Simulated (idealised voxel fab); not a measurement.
process module | voxel self aligned contacts
cross-section cut | 280 nm wide | cells 5 nm
A cross-section is a grid of square cells, given in bands from the top down. A band is one or more rows of cells.
Each band's line starts with the height of the band's top and of its bottom, in nm. Then come its materials from left to right, each with its width in nm. One material with "throughout" fills the band from edge to edge. "air" is empty space.
Height 0 is the level under which the wafer as received is all one material. The lowest band goes on downwards, as in "0 down".
A width such as "30 to 40" changes by the same amount from each row of cells to the next, from the band's top row to its bottom row.
"no change" after a step means that no cell of the cross-section changed.
closed voids: empty space of 8 cells or more with no open way to the top, each as width x height at its distance from the left edge, in nm
after a step's settings: what the simulator itself notes on the step
overlay nm, on a step with a mask: how far to the right of its planned place the mask lay; to the left if negative
plan
1 op RECEIVE | material Si
2 op CONFORMAL_DEP | material SiO2 | thk nm 5
3 op DIRECTIONAL_DEP | material polySi | thk nm 20
4 op DIRECTIONAL_DEP | material SiN | thk nm 20
5 op MASKED_ETCH | tone cover | mask id GATE | width nm 30 | pitch nm 65 | etch materials SiN | depth nm 20 | overlay nm 0
6 op MASKED_ETCH | tone cover | mask id GATE | width nm 30 | pitch nm 65 | etch materials polySi | depth nm 20 | overlay nm 0
7 op CONFORMAL_DEP | material SiN | thk nm 10
8 op DIRECTIONAL_ETCH | etch materials SiN | depth nm 10
9 op FILL_DEP | material SiO2 | thk nm 15
10 op CMP | height nm 50
11 op PATTERN | tone open | mask id CONTACT | material resist | width nm 45 | pitch nm 65 | thk nm 15 | overlay nm 0
12 op DIRECTIONAL_ETCH | etch materials SiO2 | depth nm 50
13 op STRIP | etch materials resist
14 op CONFORMAL_DEP | material TiN | thk nm 5
15 op FILL_DEP | material Ru | thk nm 10
16 op CMP | height nm 50
17 op CONFORMAL_DEP | material SiN | thk nm 5
as received, after step 1
  0 down: Si throughout
  closed voids: none
first wafer at the end, as planned
  55 to 50: SiN throughout
  50 to 45: SiO2 85 | TiN 20 | Ru 5 | TiN 20 | SiO2 20 | TiN 20 | Ru 5 | TiN 20 | SiO2 85
  45 to 25: SiO2 50 | SiN 50 | TiN 5 | Ru 5 | TiN 5 | SiN 50 | TiN 5 | Ru 5 | TiN 5 | SiN 50 | SiO2 50
  25 to 5: SiO2 50 | SiN 10 | polySi 30 | SiN 10 | TiN 5 | Ru 5 | TiN 5 | SiN 10 | polySi 30 | SiN 10 | TiN 5 | Ru 5 | TiN 5 | SiN 10 | polySi 30 | SiN 10 | SiO2 50
  5 to 0: SiO2 100 | TiN 15 | SiO2 50 | TiN 15 | SiO2 100
  0 down: Si throughout
  closed voids: none
second wafer at the end: like start, like plan, one mistake
  55 to 50: SiN throughout
  50 to 25: SiO2 50 | SiN 50 | TiN 5 | Ru 5 | TiN 5 | SiN 50 | TiN 5 | Ru 5 | TiN 5 | SiN 50 | SiO2 50
  25 to 15: SiO2 50 | SiN 10 | polySi 30 | SiN 10 | TiN 5 | Ru 5 | TiN 5 | SiN 10 | polySi 30 | SiN 10 | TiN 5 | Ru 5 | TiN 5 | SiN 10 | polySi 30 | SiN 10 | SiO2 50
  15 to 10: SiO2 50 | SiN 10 | polySi 30 | SiN 10 | TiN 15 | SiN 10 | polySi 30 | SiN 10 | TiN 15 | SiN 10 | polySi 30 | SiN 10 | SiO2 50
  10 to 5: SiN 60 | polySi 30 | SiN 35 | polySi 30 | SiN 35 | polySi 30 | SiN 60
  5 to 0: SiO2 throughout
  0 down: Si throughout
  closed voids: none
what went wrong: step 8 ran as: op DIRECTIONAL_ETCH | etch materials SiN | depth nm 5
at the end the second wafer has, in cells: 4 fewer of Ru | 56 more of SiN | 32 fewer of SiO2 | 20 fewer of TiN
